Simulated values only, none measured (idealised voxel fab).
The following process module bears the name voxel ribs on slabs.
Square cells of 5 nm make up the cross-section cut, whose width is 165 nm.
Reading order for cross-sections: top band down to bottom band. Underlying form: a grid of square cells. Band size: one or more rows of cells. What a band's entry tells you: where the top is and where the bottom is, as heights in nm, and after that what lies inside, material by material from left to right, each with its width in nm. Empty space is written as the word "blank", and a single material marked with the word "full width" occupies the band from edge to edge. Counting heights begins at 0, where everything beneath is, in the wafer as received, one material. The lowest band has no bottom; it goes on downwards, as "0 nm and below" shows. Note: "30..40" means the width goes from the first number (top row of the band) to the second number (bottom row) in equal steps per row of cells. Reading "all unchanged" for a step: not a cell of the cross-section changed in it. Empty spaces without an open route to the top, at least 8 cells in extent, make up the entry "Closed-off voids"; each is given as width x height at distance, where the distance is measured from the left edge, and all are in nm. Note: text after step settings on the step line = simulator remark on that step. "overlay nm", when on a step's line for a step with a mask, measures how far to the right of its planned place the mask lay; a negative measure means to the left.

Steps in the process plan
1: RECEIVE | material Si
2: DIRECTIONAL_DEP | material SiO2 | thk nm 25
3: DIRECTIONAL_DEP | material SiN | thk nm 10
4: MASKED_ETCH | tone cover | mask id RIB | width nm 25 | etch materials SiN | depth nm 5 | overlay nm 0
5: PATTERN | tone cover | mask id SLAB | material resist | width nm 55 | thk nm 20 | overlay nm 0
6: DIRECTIONAL_ETCH | etch materials SiN | depth nm 10
7: STRIP | etch materials resist
8: FILL_DEP | material SiO2 | thk nm 15
9: CMP | height nm 50
10: DIRECTIONAL_DEP | material TiN | thk nm 5
11: PATTERN | tone cover | mask id HEATER | material resist | width nm 35 | thk nm 20 | overlay nm 0
12: DIRECTIONAL_ETCH | etch materials TiN | depth nm 5
13: STRIP | etch materials resist
14: CONFORMAL_DEP | material SiN | thk nm 10
The wafers in this document start out alike and differ in the thk nm applied at step 3; the plan shows the value used for the first wafer.

As-received cross-section, first of several wafers, post step 1
- 0 nm and below: Si full width
- Closed-off voids: none

Here is the cross-section of the first of several wafers at the end of the module, after its last step, step 14
- 65 nm to 60 nm: 55 blank | 55 SiN | 55 blank
- 60 nm to 55 nm: SiN full width
- 55 nm to 50 nm: 65 SiN | 35 TiN | 65 SiN
- 50 nm to 35 nm: SiO2 full width
- 35 nm to 25 nm: 70..55 SiO2 | 25..55 SiN | 70..55 SiO2
- 25 nm to 0 nm: SiO2 full width
- 0 nm and below: Si full width
- Closed-off voids: none

End of module: cross-section, last of several wafers
- 65 nm to 60 nm: 55 blank | 55 SiN | 55 blank
- 60 nm to 55 nm: SiN full width
- 55 nm to 50 nm: 65 SiN | 35 TiN | 65 SiN
- 50 nm to 40 nm: 55 SiO2 | 55 SiN | 55 SiO2
- 40 nm to 25 nm: SiN full width
- 25 nm to 0 nm: SiO2 full width
- 0 nm and below: Si full width
- Closed-off voids: none

Rows = wafers. At module end, each row lists per material the cells gained (+) or lost (-) since the wafer was received, then the closed voids
thk nm 10, +86 SiN, +314 SiO2, +7 TiN, Closed-off voids: none
thk nm 15, +97 SiN, +303 SiO2, +7 TiN, Closed-off voids: none
thk nm 20, +130 SiN, +270 SiO2, +7 TiN, Closed-off voids: none
thk nm 25, +163 SiN, +237 SiO2, +7 TiN, Closed-off voids: none
thk nm 30, +191 SiN, +209 SiO2, +7 TiN, Closed-off voids: none
